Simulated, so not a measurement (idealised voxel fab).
This section sets out a process module, namely voxel capacitor over wiring.
The figure presents cross-section cut, which has a width of 295 nm and is divided into square cells with an edge length of 5 nm.
Heads up, the way a cross-section reads in here is a grid of square cells, handed over as bands from the top down, with every band being one or more rows of cells. Heights first: top, then bottom, in nm. Then materials, left to right, each with a width in nm. "all across" on a single material: fills the band edge to edge. "empty": empty space. It should be noted that heights are counted from 0, beneath which the wafer as supplied is of one material throughout, and that the lowest band possesses no lower boundary but continues downward, as written in "0..down". The expression "30 to 40" gives the width at the extremes of the band, the first number at its top row of cells and the second at its bottom row, with the width changing by equal amounts from each row to the next in between. Given "no alteration" for a step, no cell of the cross-section differs between before and after that step. This entry, "Trapped cavities", enumerates those empty regions of no fewer than 8 cells that possess no open connection to the top. Each region is reported in the form width x height at distance, the distance being taken from the left edge, with all three quantities expressed in nm. Text after the settings on a step's line: the simulator's own remark on that step. For masked steps, "overlay nm" on the step line gives how far right of plan the mask actually lay; a minus sign means it lay to the left.
## The planned process steps are enumerated hereunder
1,RECEIVE with material Si
2,CONFORMAL_DEP with material SiO2, thk nm 10
3,CONFORMAL_DEP with material SiN, thk nm 5
4,DIRECTIONAL_DEP with material lowk, thk nm 25
5,MASKED_ETCH with tone open, mask id METAL_1, width nm 20, pitch nm 85, etch materials lowk, depth nm 15, overlay nm 0
6,MASKED_ETCH with tone open, mask id METAL_1, width nm 20, pitch nm 85, etch materials SiN, depth nm 5, overlay nm 0
7,CONFORMAL_DEP with material TiN, thk nm 5
8,FILL_DEP with material Cu, thk nm 5
9,CMP with height nm 40
10,CONFORMAL_DEP with material SiCN, thk nm 5
11,DIRECTIONAL_DEP with material lowk, thk nm 10
12,MASKED_ETCH with tone open, mask id PLUG_1, width nm 15, etch materials lowk, depth nm 10, overlay nm 0
13,MASKED_ETCH with tone open, mask id PLUG_1, width nm 15, etch materials SiCN, depth nm 5, overlay nm 0
14,EPI with material Ru, thk nm 10
15,EPI with material Ru, thk nm 5
16,DIRECTIONAL_DEP with material TiN, thk nm 10
17,DIRECTIONAL_DEP with material SiN, thk nm 5
18,DIRECTIONAL_DEP with material TiN, thk nm 5
19,DIRECTIONAL_DEP with material aC, thk nm 15
20,PATTERN with tone cover, mask id UPPER_PLATE, material resist, width nm 70, thk nm 30, overlay nm 0
21,DIRECTIONAL_ETCH with etch materials aC, depth nm 15
22,STRIP with etch materials resist
23,DIRECTIONAL_ETCH with etch materials TiN, depth nm 5
24,DIRECTIONAL_ETCH with etch materials SiN, depth nm 5
25,STRIP with etch materials aC
26,DIRECTIONAL_DEP with material aC, thk nm 15
27,PATTERN with tone cover, mask id LOWER_PLATE, material resist, width nm 80, thk nm 30, overlay nm 0
28,DIRECTIONAL_ETCH with etch materials aC, depth nm 15
29,STRIP with etch materials resist
30,DIRECTIONAL_ETCH with etch materials TiN, depth nm 10
31,STRIP with etch materials aC
32,FILL_DEP with material SiO2, thk nm 15
33,CMP with height nm 85
34,PATTERN with tone open, mask id PLUG_2, material resist, width nm 15, thk nm 15, overlay nm 0
35,DIRECTIONAL_ETCH with etch materials SiO2, depth nm 10
36,STRIP with etch materials resist
37,CONFORMAL_DEP with material TiN, thk nm 5
38,FILL_DEP with material W, thk nm 5
39,CMP with height nm 85
40,CONFORMAL_DEP with material SiCN, thk nm 5
Don't read the plan's depth nm for step 5 as applying to every wafer: that's the first wafer's value, and the wafers differ in it, though they all start identical.
## Step 1 complete: as-received cross-section of the first of several wafers
> 0..down | Si all across
> Trapped cavities: none
## The rows of the table below are wafers. Looking at the end of the module, a row counts, for every material, the cells the wafer has gained, shown as (+), or lost, shown as (-), since it was received; its closed voids come next
depth nm 15 | +8 Cu | +9 Ru | +115 SiCN | +73 SiN | +406 SiO2 | +67 TiN | +1 W | +383 lowk | Trapped cavities: none
depth nm 20 | +12 Cu | +9 Ru | +115 SiCN | +73 SiN | +406 SiO2 | +71 TiN | +1 W | +375 lowk | Trapped cavities: none
depth nm 25 | +20 Cu | +9 Ru | +115 SiCN | +65 SiN | +406 SiO2 | +79 TiN | +1 W | +367 lowk | Trapped cavities: none
depth nm 30 | +20 Cu | +9 Ru | +115 SiCN | +65 SiN | +406 SiO2 | +79 TiN | +1 W | +367 lowk | Trapped cavities: none
depth nm 35 | +20 Cu | +9 Ru | +115 SiCN | +65 SiN | +406 SiO2 | +79 TiN | +1 W | +367 lowk | Trapped cavities: none
depth nm 40 | +20 Cu | +9 Ru | +115 SiCN | +65 SiN | +406 SiO2 | +79 TiN | +1 W | +367 lowk | Trapped cavities: none
